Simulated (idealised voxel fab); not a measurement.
This is a process module. Its name is voxel ribs on slabs.
230 nm wide, 5 nm square cells: that's cross-section cut.
Throughout this document, each cross-section is represented as a grid of square cells and is presented as a sequence of bands enumerated from the top downward, where a band comprises one or more rows of cells. Basically the band line says how high the top is and how high the bottom is, in nm, and then what's in it from left to right, every material with its width in nm. Empty space shows up as "air", and if a single material carries "all across" it runs the full band edge to edge. Heights are expressed relative to 0, this being the level below which the as-received wafer comprises one material exclusively. The lowest band is unbounded in the downward direction and is denoted as in "z 0 and below". The two numbers in a width such as "30..40" mark its ends across the band: the first belongs to the top row of cells, the second to the bottom row, and from each row to the next the width moves by the same amount. Any step labelled "no change occurred" changed none of the cells in the cross-section. Any empty space of 8 cells or more lacking an open way to the top shows up in "Trapped voids" as width x height at distance, distance from the left edge, in nm. That trailing text on a step's line, after the settings, is the simulator's own remark on the step. The "overlay nm" setting may appear on a step's line; for a step that uses a mask, it gives how far to the right of its planned position the mask lay, and a negative value indicates the left.
**plan**
1) RECEIVE: material Si
2) DIRECTIONAL_DEP: material SiO2, thk nm 30
3) DIRECTIONAL_DEP: material SiN, thk nm 25
4) DIRECTIONAL_DEP: material aC, thk nm 10
5) PATTERN: tone cover, mask id RIB, material resist, width nm 25, thk nm 25, overlay nm 0
6) DIRECTIONAL_ETCH: etch materials aC, depth nm 10
7) STRIP: etch materials resist
8) DIRECTIONAL_ETCH: etch materials SiN, depth nm 10
9) STRIP: etch materials aC
10) DIRECTIONAL_DEP: material aC, thk nm 15
11) PATTERN: tone cover, mask id SLAB, material resist, width nm 85, thk nm 30, overlay nm 0
12) DIRECTIONAL_ETCH: etch materials aC, depth nm 5
13) STRIP: etch materials resist
14) DIRECTIONAL_ETCH: etch materials SiN, depth nm 15
15) STRIP: etch materials aC
16) FILL_DEP: material SiO2, thk nm 15
17) CMP: height nm 65
18) DIRECTIONAL_DEP: material TiN, thk nm 5
19) PATTERN: tone cover, mask id HEATER, material resist, width nm 35, thk nm 20, overlay nm 0
20) DIRECTIONAL_ETCH: etch materials TiN, depth nm 5
21) STRIP: etch materials resist
22) CONFORMAL_DEP: material SiN, thk nm 10
Wafer-to-wafer difference: depth nm, step 12. Common start. Plan = first wafer's value.
**The first of several wafers in cross-section, exactly as it reached us after step 1**
> z 0 and below = Si all across
> Trapped voids: none
**each wafer at the end: cells of each material gained (+) or lost (-) since it was received, then its closed voids**
depth nm 5 | +244 SiN | +450 SiO2 | +7 TiN | Trapped voids: none
depth nm 10 | +244 SiN | +450 SiO2 | +7 TiN | Trapped voids: none
depth nm 15 | +157 SiN | +537 SiO2 | +7 TiN | Trapped voids: none
depth nm 20 | +157 SiN | +537 SiO2 | +7 TiN | Trapped voids: none
depth nm 25 | +157 SiN | +537 SiO2 | +7 TiN | Trapped voids: none
depth nm 30 | +157 SiN | +537 SiO2 | +7 TiN | Trapped voids: none
